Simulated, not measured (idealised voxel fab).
The process module that follows is named voxel lift off.
Cross-section cut: width 290 nm, square cells of 5 nm.
A cross-section is a grid of square cells, given in bands from the top down. A band is one or more rows of cells.
Each band's line starts with the height of the band's top and of its bottom, in nm. Then come its materials from left to right, each with its width in nm. One material with "throughout" fills the band from edge to edge. "empty" is empty space.
Height 0 is the level under which the wafer as received is all one material. The lowest band goes on downwards, as in "from 0 down".
Graded width ("30->40"): value in top row of band = first number; value in bottom row = second number; row-to-row change constant.
Any step labelled "remained the same" changed none of the cells in the cross-section.
Voids not open to the top, 8 cells minimum: see "Enclosed internal cavities". Written width x height at distance; distance is from the left edge; nm.
Step line, after settings: the simulator's comment on this step.
If you see "overlay nm" on a step's line and that step has a mask, it's telling you how far right of where it was planned the mask ended up; a negative number means it went left instead.

Process steps foreseen in the plan:
1: RECEIVE | material Si
2: CONFORMAL_DEP | material SiO2 | thk nm 5
3: PATTERN | tone open | mask id LINES | material resist | width nm 25 | pitch nm 40 | thk nm 25 | overlay nm -15
4: DIRECTIONAL_DEP | material Ru | thk nm 10
5: STRIP | etch materials resist
6: CONFORMAL_DEP | material SiCN | thk nm 10
Quick note for whoever runs this: the wafers start identical, but the overlay nm at step 3 isn't the same across them. The plan just shows what the first wafer had.

Sectional view: first of several wafers, as received, after step 1:
	from 0 down = Si throughout
	Enclosed internal cavities: none

Shown in cross-section: the first of several wafers at the end of the module, after its last step, step 6:
	from 25 to 15 = empty: 85; SiCN: 85; empty: 120
	from 15 to 5 = SiCN: 95; Ru: 25; SiCN: 15; Ru: 25; SiCN: 130
	from 5 to 0 = SiO2 throughout
	from 0 down = Si throughout
	Enclosed internal cavities: none

Showing the last wafer in cross-section at the end of the module:
	from 25 to 15 = empty: 115; SiCN: 85; empty: 90
	from 15 to 5 = SiCN: 125; Ru: 25; SiCN: 15; Ru: 25; SiCN: 100
	from 5 to 0 = SiO2 throughout
	from 0 down = Si throughout
	Enclosed internal cavities: none

Below: a row per wafer. Contents at end of module: for every material, cells gained since receipt (+) or lost since receipt (-); then closed voids:
overlay nm -15 | +20 Ru | +130 SiCN | +58 SiO2 | Enclosed internal cavities: none
overlay nm -10 | +20 Ru | +130 SiCN | +58 SiO2 | Enclosed internal cavities: none
overlay nm -5 | +20 Ru | +130 SiCN | +58 SiO2 | Enclosed internal cavities: none
overlay nm 0 | +20 Ru | +130 SiCN | +58 SiO2 | Enclosed internal cavities: none
overlay nm 5 | +20 Ru | +130 SiCN | +58 SiO2 | Enclosed internal cavities: none
overlay nm 10 | +20 Ru | +130 SiCN | +58 SiO2 | Enclosed internal cavities: none
overlay nm 15 | +20 Ru | +130 SiCN | +58 SiO2 | Enclosed internal cavities: none
